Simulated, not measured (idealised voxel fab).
process module | voxel self aligned contacts
cross-section cut | 170 nm wide | cells 5 nm
A cross-section is a grid of square cells, given in bands from the top down. A band is one or more rows of cells.
Each band's line starts with the height of the band's top and of its bottom, in nm. Then come its materials from left to right, each with its width in nm. One material with "throughout" fills the band from edge to edge. "air" is empty space.
Height 0 is the level under which the wafer as received is all one material. The lowest band goes on downwards, as in "0 down".
A width such as "30 to 40" changes by the same amount from each row of cells to the next, from the band's top row to its bottom row.
"no change" after a step means that no cell of the cross-section changed.
closed voids: empty space of 8 cells or more with no open way to the top, each as width x height at its distance from the left edge, in nm
after a step's settings: what the simulator itself notes on the step
overlay nm, on a step with a mask: how far to the right of its planned place the mask lay; to the left if negative
plan
1 op RECEIVE | material Si
2 op OXIDIZE | depth nm 5
3 op DIRECTIONAL_DEP | material polySi | thk nm 30
4 op DIRECTIONAL_DEP | material SiN | thk nm 20
5 op DIRECTIONAL_DEP | material aC | thk nm 15
6 op PATTERN | tone cover | mask id GATE | material resist | width nm 35 | pitch nm 60 | thk nm 35 | overlay nm 0
7 op DIRECTIONAL_ETCH | etch materials aC | depth nm 15
8 op STRIP | etch materials resist
9 op DIRECTIONAL_ETCH | etch materials SiN | depth nm 20
10 op DIRECTIONAL_ETCH | etch materials polySi | depth nm 30
11 op STRIP | etch materials aC
12 op CONFORMAL_DEP | material SiN | thk nm 5
13 op DIRECTIONAL_ETCH | etch materials SiN | depth nm 5
14 op FILL_DEP | material SiO2 | thk nm 10
15 op CMP | height nm 55
16 op MASKED_ETCH | tone open | mask id CONTACT | width nm 45 | etch materials SiO2 | depth nm 60 | overlay nm 0
17 op CONFORMAL_DEP | material TiN | thk nm 5
18 op FILL_DEP | material W | thk nm 10
19 op CMP | height nm 55
20 op CONFORMAL_DEP | material SiN | thk nm 5
as received, after step 1
  0 down: Si throughout
  closed voids: none
first wafer at the end, as planned
  60 to 55: SiN throughout
  55 to 50: SiO2 60 | TiN 20 | W 5 | TiN 20 | SiO2 65
  50 to 30: SiO2 30 | SiN 45 | TiN 5 | W 5 | TiN 5 | SiN 45 | SiO2 35
  30 to 0: SiO2 30 | SiN 5 | polySi 35 | SiN 5 | TiN 5 | W 5 | TiN 5 | SiN 5 | polySi 35 | SiN 5 | SiO2 35
  0 to -5: SiO2 75 | TiN 15 | SiO2 80
  -5 down: Si throughout
  closed voids: none
second wafer at the end: like start, like plan, one mistake
  60 to 55: SiN throughout
  55 to 50: SiO2 60 | TiN 20 | W 5 | TiN 20 | SiO2 65
  50 to 30: SiO2 30 | SiN 45 | TiN 5 | W 5 | TiN 5 | SiN 45 | SiO2 35
  30 to 10: SiO2 30 | SiN 5 | polySi 35 | SiN 5 | TiN 5 | W 5 | TiN 5 | SiN 5 | polySi 35 | SiN 5 | SiO2 35
  10 to 5: SiO2 30 | SiN 5 | polySi 35 | SiN 5 | TiN 15 | SiN 5 | polySi 35 | SiN 5 | SiO2 35
  5 to 0: SiN 35 | polySi 35 | SiN 25 | polySi 35 | SiN 40
  0 to -5: SiO2 throughout
  -5 down: Si throughout
  closed voids: none
what went wrong: steps 12 and 13 were swapped
at the end the second wafer has, in cells: 16 more of SiN | 10 fewer of SiO2 | 4 fewer of TiN | 2 fewer of W
